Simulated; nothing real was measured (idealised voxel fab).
Process module name: voxel plated lines
Cross-section cut spans 155 nm and uses square cells 5 nm in size.
Cross-section = grid of square cells, listed top down in bands; band = one or more rows. Per band: top height and bottom height in nm, followed by the left-to-right materials and their widths in nm; "throughout" marks a single material spanning edge to edge, "empty" marks empty space. Heights are reckoned from 0. Under this level, the received wafer is all of one material. The bottommost band is open-ended downward, for example "from 0 down". The two numbers in a width such as "30..40" mark its ends across the band: the first belongs to the top row of cells, the second to the bottom row, and from each row to the next the width moves by the same amount. The designation "remains unaltered", where it is given for a processing step, indicates that no cell of the cross-section was altered in the course of that step. This entry, "Catalogued sealed voids", enumerates those empty regions of no fewer than 8 cells that possess no open connection to the top. Each region is reported in the form width x height at distance, the distance being taken from the left edge, with all three quantities expressed in nm. Heads up: the bit after the settings on a step's line is the simulator's remark on that step. overlay nm: how far to the right of its planned place the mask lay on this masked step (negative: to the left).

### The process steps that were planned are listed below
1. RECEIVE, material Si
2. CONFORMAL_DEP, material SiN, thk nm 15
3. DIRECTIONAL_DEP, material TiN, thk nm 5
4. PATTERN, tone open, mask id LINES, material resist, width nm 25, pitch nm 40, thk nm 25, overlay nm 0
5. EPI, material Ru, thk nm 10
6. EPI, material Ru, thk nm 5
7. STRIP, etch materials resist
8. DIRECTIONAL_ETCH, etch materials TiN, depth nm 5
9. CONFORMAL_DEP, material SiO2, thk nm 10

### Wafer as received: cross-section following step 1
  from 0 down = Si throughout
  Catalogued sealed voids: none

### End state of the module in cross-section, given the above starting point and plan and one mistake in execution
  from 35 to 20 = empty 45 | Ru 25 | empty 15 | Ru 25 | empty 45
  from 20 to 15 = empty 45 | TiN 25 | empty 15 | TiN 25 | empty 45
  from 15 to 0 = SiN throughout
  from 0 down = Si throughout
  Catalogued sealed voids: none
Nonconformance to the process plan: step 9 was left out
